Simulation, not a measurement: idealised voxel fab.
Documented hereafter: the process module known as voxel double patterning.
Displayed cross-section: cut, width of 290 nm, square cells sized 5 nm.
Throughout this document, each cross-section is represented as a grid of square cells and is presented as a sequence of bands enumerated from the top downward, where a band comprises one or more rows of cells. Read a band's entry like this: the first values are the height of its top and the height of its bottom in nm, and what follows is the sequence of materials from left to right, each with its width in nm. Note that "blank" is empty space, and that a single material marked "full width" reaches across the band from edge to edge. Below 0: as-received wafer, all one material; heights counted from there. Lowest band: no bottom, goes on down, written "from 0 down". The expression "30 to 40" gives the width at the extremes of the band, the first number at its top row of cells and the second at its bottom row, with the width changing by equal amounts from each row to the next in between. The cross-section has no changed cell in any step marked "no alteration". "Completely sealed voids" - sealed voids, min. 8 cells, no opening to top; format: width x height at distance (distance from left edge; nm throughout). On a step's line, text after the settings is the simulator commenting on that step. overlay nm: on a step with a mask, how far right of its planned place the mask lay; negative means left.
**Process steps foreseen in the plan**
| 1 | RECEIVE,material Si |
| 2 | CONFORMAL_DEP,material SiO2,thk nm 5 |
| 3 | DIRECTIONAL_DEP,material TiN,thk nm 20 |
| 4 | DIRECTIONAL_DEP,material SiCN,thk nm 10 |
| 5 | DIRECTIONAL_DEP,material aC,thk nm 10 |
| 6 | PATTERN,tone open,mask id FIRST,material resist,width nm 15,pitch nm 50,thk nm 25,overlay nm 0 |
| 7 | DIRECTIONAL_ETCH,etch materials aC,depth nm 5 |
| 8 | STRIP,etch materials resist |
| 9 | DIRECTIONAL_ETCH,etch materials SiCN,depth nm 10 |
| 10 | STRIP,etch materials aC |
| 11 | DIRECTIONAL_DEP,material aC,thk nm 15 |
| 12 | PATTERN,tone open,mask id SECOND,material resist,width nm 15,pitch nm 50,thk nm 35,overlay nm 0 |
| 13 | DIRECTIONAL_ETCH,etch materials aC,depth nm 15 |
| 14 | STRIP,etch materials resist |
| 15 | DIRECTIONAL_ETCH,etch materials SiCN,depth nm 10 |
| 16 | STRIP,etch materials aC |
| 17 | DIRECTIONAL_ETCH,etch materials TiN,depth nm 20 |
| 18 | STRIP,etch materials SiCN |
Across this set of wafers, the varied parameter is the depth nm of step 7. Starting conditions are identical for every wafer, and the plan reports the value assigned to the first wafer.
**After step 1, as received: first of several wafers, cross-section**
  from 0 down  Si full width
  Completely sealed voids: none
**Take any row and you have a wafer at the end of the module: how many cells of each material it has gained (+) or lost (-) since it was received, and then its closed voids**
depth nm 5, +58 SiO2, +208 TiN, Completely sealed voids: none
depth nm 10, +58 SiO2, +172 TiN, Completely sealed voids: none
depth nm 15, +58 SiO2, +172 TiN, Completely sealed voids: none
depth nm 20, +58 SiO2, +172 TiN, Completely sealed voids: none
depth nm 25, +58 SiO2, +172 TiN, Completely sealed voids: none
